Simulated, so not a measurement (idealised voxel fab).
Process module in this document: voxel transistor to metal
Shown is cross-section cut, with a width of 180 nm and square cells of size 5 nm.
In this document a cross-section is written as a grid of square cells. It is given as a series of bands, listed from the top down, and a band is one or more rows of cells.
Per band: top height and bottom height in nm, followed by the left-to-right materials and their widths in nm; "throughout" marks a single material spanning edge to edge, "blank" marks empty space.
Height datum 0, below which the as-received substrate wafer is one material. Lowest band open at the bottom, running downward: "0 down".
A two-number width, for instance "30->40", indicates that the width is equal to the first number in the top row of the band and to the second number in the bottom row, and that it changes by a constant amount per row of cells.
"everything unchanged" for a step: no cell of the cross-section changed in that step.
Listed in "Cavities, closed": every empty space of 8 or more cells without an open way to the top. Form: width x height at distance, the distance being from the left edge, all in nm.
Post-settings text on a step line: simulator's own remark regarding the step.
A step's line can hold "overlay nm"; with a mask on that step, the setting says how far right of the planned place the mask lay, while a negative setting says it lay to the left.

Planned step list for the process
1 RECEIVE (material Si)
2 CONFORMAL_DEP (material SiO2; thk nm 5)
3 CONFORMAL_DEP (material SiN; thk nm 10)
4 MASKED_ETCH (tone cover; mask id ACTIVE; width nm 115; etch materials SiN; depth nm 10; overlay nm 0)
5 MASKED_ETCH (tone cover; mask id ACTIVE; width nm 115; etch materials SiO2; depth nm 5; overlay nm 0)
6 MASKED_ETCH (tone cover; mask id ACTIVE; width nm 115; etch materials Si; depth nm 30; overlay nm 0)
7 OXIDIZE (depth nm 5)
8 FILL_DEP (material SiO2; thk nm 10)
9 CMP (height nm 15)
10 SELECTIVE_ETCH (etch materials SiO2; depth nm 5)
11 STRIP (etch materials SiN)
12 SELECTIVE_ETCH (etch materials SiO2; depth nm 5)
13 OXIDIZE (depth nm 5)
14 DIRECTIONAL_DEP (material polySi; thk nm 30)
15 DIRECTIONAL_DEP (material SiCN; thk nm 15)
16 MASKED_ETCH (tone cover; mask id GATE; width nm 25; etch materials SiCN; depth nm 25; overlay nm 0)
17 MASKED_ETCH (tone cover; mask id GATE; width nm 25; etch materials polySi; depth nm 40; overlay nm 0)
18 CONFORMAL_DEP (material SiO2; thk nm 5)
19 DIRECTIONAL_ETCH (etch materials SiO2; depth nm 5)
20 CONFORMAL_DEP (material SiN; thk nm 10)
21 DIRECTIONAL_ETCH (etch materials SiN; depth nm 10)
22 DIRECTIONAL_ETCH (etch materials SiO2; depth nm 5)
23 EPI (material SiGe; thk nm 5)
24 FILL_DEP (material SiO2; thk nm 5)
25 CMP (height nm 45)
26 DIRECTIONAL_DEP (material SiO2; thk nm 10)
27 PATTERN (tone open; mask id CONTACT; material resist; width nm 35; pitch nm 70; thk nm 15; overlay nm 0)
28 DIRECTIONAL_ETCH (etch materials SiO2; depth nm 55)
29 STRIP (etch materials resist)
30 CONFORMAL_DEP (material TiN; thk nm 5)
31 FILL_DEP (material Ru; thk nm 10)
32 CMP (height nm 55)
33 CONFORMAL_DEP (material SiCN; thk nm 5)
34 DIRECTIONAL_DEP (material SiO2; thk nm 25)
35 PATTERN (tone open; mask id METAL_1; material resist; width nm 20; pitch nm 85; thk nm 15; overlay nm 0)
36 DIRECTIONAL_ETCH (etch materials SiO2; depth nm 25)
37 DIRECTIONAL_ETCH (etch materials SiCN; depth nm 5)
38 STRIP (etch materials resist)
39 CONFORMAL_DEP (material TiN; thk nm 5)
40 FILL_DEP (material Ru; thk nm 5)
41 CMP (height nm 85)
42 CONFORMAL_DEP (material SiCN; thk nm 5)
43 DIRECTIONAL_DEP (material lowk; thk nm 30)
44 PATTERN (tone open; mask id METAL_2; material resist; width nm 20; pitch nm 85; thk nm 15; overlay nm 0)
45 DIRECTIONAL_ETCH (etch materials lowk; depth nm 15)
46 STRIP (etch materials resist)
47 DIRECTIONAL_DEP (material aC; thk nm 10)
48 PATTERN (tone open; mask id METAL_2_HOLES; material resist; width nm 15; pitch nm 85; thk nm 25; overlay nm 0)
49 DIRECTIONAL_ETCH (etch materials aC; depth nm 10)
50 STRIP (etch materials resist)
51 DIRECTIONAL_ETCH (etch materials lowk; depth nm 15)
52 DIRECTIONAL_ETCH (etch materials SiCN; depth nm 5)
53 STRIP (etch materials aC)
54 CONFORMAL_DEP (material TiN; thk nm 5)
55 FILL_DEP (material Ru; thk nm 5)
56 CMP (height nm 120)
57 CONFORMAL_DEP (material SiCN; thk nm 5)

Wafer cross-section on receipt, i.e. after step 1
- 0 down = Si throughout
- Cavities, closed: none

The following cross-section depicts the wafer upon conclusion of the module. Processing commenced from the starting condition illustrated above and adhered to the plan illustrated above, save for one mistake in execution
- 125 to 120 = SiCN throughout
- 120 to 90 = lowk throughout
- 90 to 85 = SiCN throughout
- 85 to 60 = SiO2=35; TiN=5; Ru=10; TiN=5; SiO2=65; TiN=5; Ru=10; TiN=5; SiO2=40
- 60 to 55 = SiCN=35; TiN=20; SiCN=65; TiN=20; SiCN=40
- 55 to 45 = SiO2=35; TiN=5; Ru=25->15; TiN=5->15; SiO2=35; TiN=5->15; Ru=25->15; TiN=5; SiO2=40
- 45 to 30 = SiO2=35; TiN=5; Ru=15; TiN=5; SiN=10; SiO2=5; SiCN=25; SiO2=5; SiN=10; TiN=5; Ru=15; TiN=5; SiO2=40
- 30 to 10 = SiO2=35; TiN=5; Ru=15; TiN=5; SiN=10; SiO2=5; polySi=25; SiO2=5; SiN=10; TiN=5; Ru=15; TiN=5; SiO2=40
- 10 to 5 = SiO2=35; TiN=10; Ru=10; TiN=5; SiN=10; SiO2=5; polySi=25; SiO2=5; SiN=10; TiN=5; Ru=10; TiN=10; SiO2=40
- 5 to 0 = SiO2=30; SiN=10; TiN=20; SiN=10; SiO2=5; polySi=25; SiO2=5; SiN=10; TiN=20; SiN=10; SiO2=35
- 0 to -5 = SiO2=40; SiGe=20; SiO2=55; SiGe=20; SiO2=45
- -5 to -35 = SiO2=35; Si=105; SiO2=40
- -35 down = Si throughout
- Cavities, closed: none
What was the processing mistake? step 43 of the plan was executed twice over
